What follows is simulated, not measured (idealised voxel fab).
Title: Process Module voxel capacitor over wiring
Section shown: cut. Width: 240 nm. Cell size: 5 nm, square.
A cross-section is written here as square cells arranged in a grid, and it is given in bands from the top down, each band taking up one or more rows of cells.
Band: top height; bottom height; in nm. Then, left to right: material with width in nm, for each material. "all across": a single material spanning edge to edge. "empty": empty space.
Convention: height 0 is the level below which the wafer, as received, is all one material. The lowest band does not terminate at the bottom but continues downward, represented as "0 down".
The two numbers in a width such as "30..40" mark its ends across the band: the first belongs to the top row of cells, the second to the bottom row, and from each row to the next the width moves by the same amount.
Take "remained the same" at face value: in the step it is given for, the cross-section changed in none of its cells.
Voids not open to the top, 8 cells minimum: see "Closed void roster". Written width x height at distance; distance is from the left edge; nm.
On each step's line, the part that comes after the settings is the simulator's own comment on the step.
overlay nm: for a step with a mask, the amount by which the mask lay right of where it was planned; a negative amount means left of it.
[Planned process steps]
1,RECEIVE with material Si
2,CONFORMAL_DEP with material SiO2, thk nm 15
3,DIRECTIONAL_DEP with material TiN, thk nm 5
4,DIRECTIONAL_DEP with material W, thk nm 25
5,PATTERN with tone cover, mask id METAL_1, material resist, width nm 25, pitch nm 90, thk nm 20, overlay nm 0
6,DIRECTIONAL_ETCH with etch materials W, depth nm 25
7,DIRECTIONAL_ETCH with etch materials TiN, depth nm 5
8,STRIP with etch materials resist
9,CONFORMAL_DEP with material SiN, thk nm 5
10,FILL_DEP with material lowk, thk nm 5
11,CMP with height nm 45
12,CONFORMAL_DEP with material SiCN, thk nm 5
13,DIRECTIONAL_DEP with material SiO2, thk nm 15
14,DIRECTIONAL_DEP with material aC, thk nm 15
15,PATTERN with tone open, mask id PLUG_1, material resist, width nm 15, thk nm 30, overlay nm 0
16,DIRECTIONAL_ETCH with etch materials aC, depth nm 15
17,STRIP with etch materials resist
18,DIRECTIONAL_ETCH with etch materials SiO2, depth nm 15
19,DIRECTIONAL_ETCH with etch materials SiCN, depth nm 5
20,STRIP with etch materials aC
21,CONFORMAL_DEP with material TiN, thk nm 5
22,FILL_DEP with material Ru, thk nm 10
23,CMP with height nm 65
24,DIRECTIONAL_DEP with material TiN, thk nm 5
25,DIRECTIONAL_DEP with material Al2O3, thk nm 5
26,DIRECTIONAL_DEP with material TiN, thk nm 5
27,DIRECTIONAL_DEP with material aC, thk nm 10
28,PATTERN with tone cover, mask id UPPER_PLATE, material resist, width nm 70, thk nm 25, overlay nm 0
29,DIRECTIONAL_ETCH with etch materials aC, depth nm 10
30,STRIP with etch materials resist
31,DIRECTIONAL_ETCH with etch materials TiN, depth nm 5
32,DIRECTIONAL_ETCH with etch materials Al2O3, depth nm 5
33,STRIP with etch materials aC
34,PATTERN with tone cover, mask id LOWER_PLATE, material resist, width nm 80, thk nm 15, overlay nm 0
35,DIRECTIONAL_ETCH with etch materials TiN, depth nm 5
36,STRIP with etch materials resist
37,FILL_DEP with material SiO2, thk nm 15
38,CMP with height nm 90
39,PATTERN with tone open, mask id PLUG_2, material resist, width nm 15, thk nm 15, overlay nm 0
40,DIRECTIONAL_ETCH with etch materials SiO2, depth nm 10
41,STRIP with etch materials resist
42,CONFORMAL_DEP with material TiN, thk nm 5
43,FILL_DEP with material Ru, thk nm 5
44,CMP with height nm 90
45,CONFORMAL_DEP with material SiN, thk nm 5
[Cross-section of the wafer upon arrival, representing the state reached after step 1]
* 0 down  Si all across
* Closed void roster: none
[Cross-section taken at module completion on the first of two wafers; processed per the plan]
* 95 to 90  SiN all across
* 90 to 85  SiO2=80  TiN=5  Ru=5  TiN=5  SiO2=145
* 85 to 75  SiO2=80..70  TiN=15..70  SiO2=145..100
* 75 to 70  SiO2=70  Al2O3=70  SiO2=100
* 70 to 65  SiO2=65  TiN=80  SiO2=95
* 65 to 50  SiO2=70  TiN=5  Ru=5  TiN=5  SiO2=155
* 50 to 45  SiCN=70  TiN=15  SiCN=155
* 45 to 20  lowk=55  SiN=5  W=25  SiN=5  lowk=55  SiN=5  W=25  SiN=5  lowk=60
* 20 to 15  SiN=60  TiN=25  SiN=65  TiN=25  SiN=65
* 15 to 0  SiO2 all across
* 0 down  Si all across
* Closed void roster: none
[Here's the second of our two wafers sectioned at module end. Same start as the first, same plan, but one mistake got made running it]
* 95 to 90  SiN all across
* 90 to 85  SiO2=80  TiN=5  Ru=5  TiN=5  SiO2=145
* 85 to 80  SiO2=80  TiN=15  SiO2=145
* 80 to 75  SiO2 all across
* 75 to 70  SiO2=70  Al2O3=70  SiO2=100
* 70 to 65  SiO2=65  TiN=80  SiO2=95
* 65 to 50  SiO2=70  TiN=5  Ru=5  TiN=5  SiO2=155
* 50 to 45  SiCN=70  TiN=15  SiCN=155
* 45 to 20  lowk=55  SiN=5  W=25  SiN=5  lowk=55  SiN=5  W=25  SiN=5  lowk=60
* 20 to 15  SiN=60  TiN=25  SiN=65  TiN=25  SiN=65
* 15 to 0  SiO2 all across
* 0 down  Si all across
* Closed void roster: none
Plan not followed: yeah, step 26 of the plan got skipped, never ran
Final difference in cells, second wafer against first, listed per material as more or fewer: SiO2: 14 more, TiN: 14 fewer
